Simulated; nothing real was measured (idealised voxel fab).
Process module in this document: voxel transistor to metal
Cross-sectional view cut (width: 160 nm; square cell size: 5 nm).
Cross-section format: a grid of square cells, given as bands from top to bottom; each band is one or more rows of cells. Heads up on the band format: heights come first, top then bottom, in nm. After that it's the materials left to right, each with its width in nm. A single material flagged "throughout" fills the whole band edge to edge, and "blank" means there's empty space there. Counting heights begins at 0, where everything beneath is, in the wafer as received, one material. The lowest band has no bottom; it goes on downwards, as "0 and below" shows. Quick explanation for "30 to 40": the width changes in equal steps down the rows of cells, from the first number in the band's top row to the second number in its bottom row. For the purposes of this document, the phrase "no alteration" attached to a step denotes that no cell within the cross-section was modified by that step. So "Sealed void list" is basically the list of trapped voids: any empty space of 8 cells or more that can't reach the top through an opening. They're written width x height at distance, the distance being from the left edge, and it's all nm. Anything after a step's settings on that line? It's the simulator's own note about the step. overlay nm: where the mask lay relative to plan, measured to the right, on steps with a mask; negatives go left.
**Steps in the process plan**
| 1 | RECEIVE: material Si |
| 2 | CONFORMAL_DEP: material SiO2, thk nm 5 |
| 3 | CONFORMAL_DEP: material SiN, thk nm 10 |
| 4 | MASKED_ETCH: tone cover, mask id ACTIVE, width nm 110, etch materials SiN, depth nm 10, overlay nm 0 |
| 5 | MASKED_ETCH: tone cover, mask id ACTIVE, width nm 110, etch materials SiO2, depth nm 5, overlay nm 0 |
| 6 | MASKED_ETCH: tone cover, mask id ACTIVE, width nm 110, etch materials Si, depth nm 35, overlay nm 0 |
| 7 | OXIDIZE: depth nm 5 |
| 8 | FILL_DEP: material SiO2, thk nm 5 |
| 9 | CMP: height nm 15 |
| 10 | SELECTIVE_ETCH: etch materials SiO2, depth nm 10 |
| 11 | STRIP: etch materials SiN |
| 12 | SELECTIVE_ETCH: etch materials SiO2, depth nm 5 |
| 13 | OXIDIZE: depth nm 5 |
| 14 | DIRECTIONAL_DEP: material polySi, thk nm 20 |
| 15 | DIRECTIONAL_DEP: material SiCN, thk nm 10 |
| 16 | MASKED_ETCH: tone cover, mask id GATE, width nm 20, etch materials SiCN, depth nm 20, overlay nm 0 |
| 17 | MASKED_ETCH: tone cover, mask id GATE, width nm 20, etch materials polySi, depth nm 30, overlay nm 0 |
| 18 | CONFORMAL_DEP: material SiN, thk nm 10 |
| 19 | DIRECTIONAL_ETCH: etch materials SiN, depth nm 10 |
| 20 | DIRECTIONAL_ETCH: etch materials SiO2, depth nm 5 |
| 21 | DIRECTIONAL_ETCH: etch materials Si, depth nm 10 |
| 22 | EPI: material nSi, thk nm 10 |
| 23 | FILL_DEP: material SiO2, thk nm 10 |
| 24 | CMP: height nm 30 |
| 25 | DIRECTIONAL_DEP: material SiO2, thk nm 15 |
| 26 | MASKED_ETCH: tone open, mask id CONTACT, width nm 30, pitch nm 60, etch materials SiO2, depth nm 50, overlay nm 0 |
| 27 | CONFORMAL_DEP: material TiN, thk nm 5 |
| 28 | FILL_DEP: material W, thk nm 10 |
| 29 | CMP: height nm 45 |
| 30 | DIRECTIONAL_DEP: material TiN, thk nm 5 |
| 31 | DIRECTIONAL_DEP: material W, thk nm 25 |
| 32 | PATTERN: tone cover, mask id METAL_1, material resist, width nm 20, pitch nm 70, thk nm 15, overlay nm 0 |
| 33 | DIRECTIONAL_ETCH: etch materials W, depth nm 25 |
| 34 | DIRECTIONAL_ETCH: etch materials TiN, depth nm 5 |
| 35 | STRIP: etch materials resist |
| 36 | CONFORMAL_DEP: material SiCN, thk nm 5 |
| 37 | FILL_DEP: material SiO2, thk nm 5 |
| 38 | CMP: height nm 75 |
| 39 | CONFORMAL_DEP: material SiCN, thk nm 5 |
**Cross-sectional view of the wafer in its as-received condition, corresponding to the state after step 1**
	0 and below: Si throughout
	Sealed void list: none
**The module was run from the start shown above using the plan shown above, but one mistake was made doing it; the resulting wafer cross-section is below**
	80 down to 75: SiCN throughout
	75 down to 50: 30 nm SiO2, 5 nm polySi, 20 nm W, 5 nm polySi, 40 nm SiO2, 5 nm polySi, 20 nm W, 5 nm polySi, 30 nm SiO2
	50 down to 45: 35 nm polySi, 20 nm TiN, 50 nm polySi, 20 nm TiN, 35 nm polySi
	45 down to 35: 35 nm SiO2, 5 nm TiN, 20 nm W, 5 nm TiN, 30 nm SiO2, 5 nm TiN, 20 nm W, 5 nm TiN, 35 nm SiO2
	35 down to 30: 35 nm SiO2, 5 nm TiN, 15 nm W, 10 nm TiN, 30 nm SiO2, 10 nm TiN, 15 nm W, 5 nm TiN, 35 nm SiO2
	30 down to 20: 35 nm SiO2, 5 nm TiN, 15 nm W, 5 nm TiN, 10 nm SiN, 20 nm SiCN, 10 nm SiN, 5 nm TiN, 15 nm W, 5 nm TiN, 35 nm SiO2
	20 down to 10: 35 nm SiO2, 5 nm TiN, 15 nm W, 5 nm TiN, 10 nm SiN, 20 nm polySi, 10 nm SiN, 5 nm TiN, 15 nm W, 5 nm TiN, 35 nm SiO2
	10 down to 5: 35 nm SiO2, 5 nm TiN, 5 nm W, 15 nm TiN, 10 nm SiN, 20 nm polySi, 10 nm SiN, 15 nm TiN, 5 nm W, 5 nm TiN, 35 nm SiO2
	5 down to 0: 35 nm SiO2, 5 nm TiN, 5 nm W, 5 nm TiN, 10 nm nSi, 10 nm SiN, 20 nm polySi, 10 nm SiN, 10 nm nSi, 5 nm TiN, 5 nm W, 5 nm TiN, 35 nm SiO2
	0 down to -5: 35 nm SiO2, 15 nm TiN, 10 nm nSi, 40 nm SiO2, 10 nm nSi, 15 nm TiN, 35 nm SiO2
	-5 down to -15: 30 nm SiO2, 30 nm nSi, 40 nm Si, 30 nm nSi, 30 nm SiO2
	-15 down to -40: 30 nm SiO2, 100 nm Si, 30 nm SiO2
	-40 and below: Si throughout
	Sealed void list: none
Heads up, the wafer didn't run the way we planned it: heads up, step 36 didn't go per plan, it actually ran as CONFORMAL_DEP: material polySi, thk nm 5
